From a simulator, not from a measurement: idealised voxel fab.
process module | voxel trench capacitor
cross-section cut | 295 nm wide | cells 5 nm
A cross-section is a grid of square cells, given in bands from the top down. A band is one or more rows of cells.
Each band's line starts with the height of the band's top and of its bottom, in nm. Then come its materials from left to right, each with its width in nm. One material with "throughout" fills the band from edge to edge. "air" is empty space.
Height 0 is the level under which the wafer as received is all one material. The lowest band goes on downwards, as in "0 down".
A width such as "30 to 40" changes by the same amount from each row of cells to the next, from the band's top row to its bottom row.
"no change" after a step means that no cell of the cross-section changed.
closed voids: empty space of 8 cells or more with no open way to the top, each as width x height at its distance from the left edge, in nm
after a step's settings: what the simulator itself notes on the step
overlay nm, on a step with a mask: how far to the right of its planned place the mask lay; to the left if negative
plan
1 op RECEIVE | material Si
2 op CONFORMAL_DEP | material SiN | thk nm 10
3 op DIRECTIONAL_DEP | material aC | thk nm 10
4 op PATTERN | tone open | mask id TRENCH | material resist | width nm 25 | pitch nm 45 | thk nm 30 | overlay nm 0
5 op DIRECTIONAL_ETCH | etch materials aC | depth nm 10
6 op STRIP | etch materials resist
7 op DIRECTIONAL_ETCH | etch materials SiN | depth nm 10
8 op DIRECTIONAL_ETCH | etch materials Si | depth nm 30
9 op STRIP | etch materials aC
10 op CONFORMAL_DEP | material Al2O3 | thk nm 5
11 op FILL_DEP | material polySi | thk nm 5
12 op CMP | height nm 10
as received, after step 1
  0 down: Si throughout
  closed voids: none
a wafer at the end: this start, this plan, one mistake
  10 to 0: SiN 55 | Al2O3 5 | polySi 15 | Al2O3 5 | SiN 20 | Al2O3 5 | polySi 15 | Al2O3 5 | SiN 20 | Al2O3 5 | polySi 15 | Al2O3 5 | SiN 20 | Al2O3 5 | polySi 15 | Al2O3 5 | SiN 80
  0 to -25: Si 55 | Al2O3 5 | polySi 15 | Al2O3 5 | Si 20 | Al2O3 5 | polySi 15 | Al2O3 5 | Si 20 | Al2O3 5 | polySi 15 | Al2O3 5 | Si 20 | Al2O3 5 | polySi 15 | Al2O3 5 | Si 80
  -25 to -30: Si 55 | Al2O3 25 | Si 20 | Al2O3 25 | Si 20 | Al2O3 25 | Si 20 | Al2O3 25 | Si 80
  -30 down: Si throughout
  closed voids: none
what went wrong: step 4 ran as: op PATTERN | tone open | mask id TRENCH | material resist | width nm 25 | pitch nm 45 | thk nm 30 | overlay nm -10
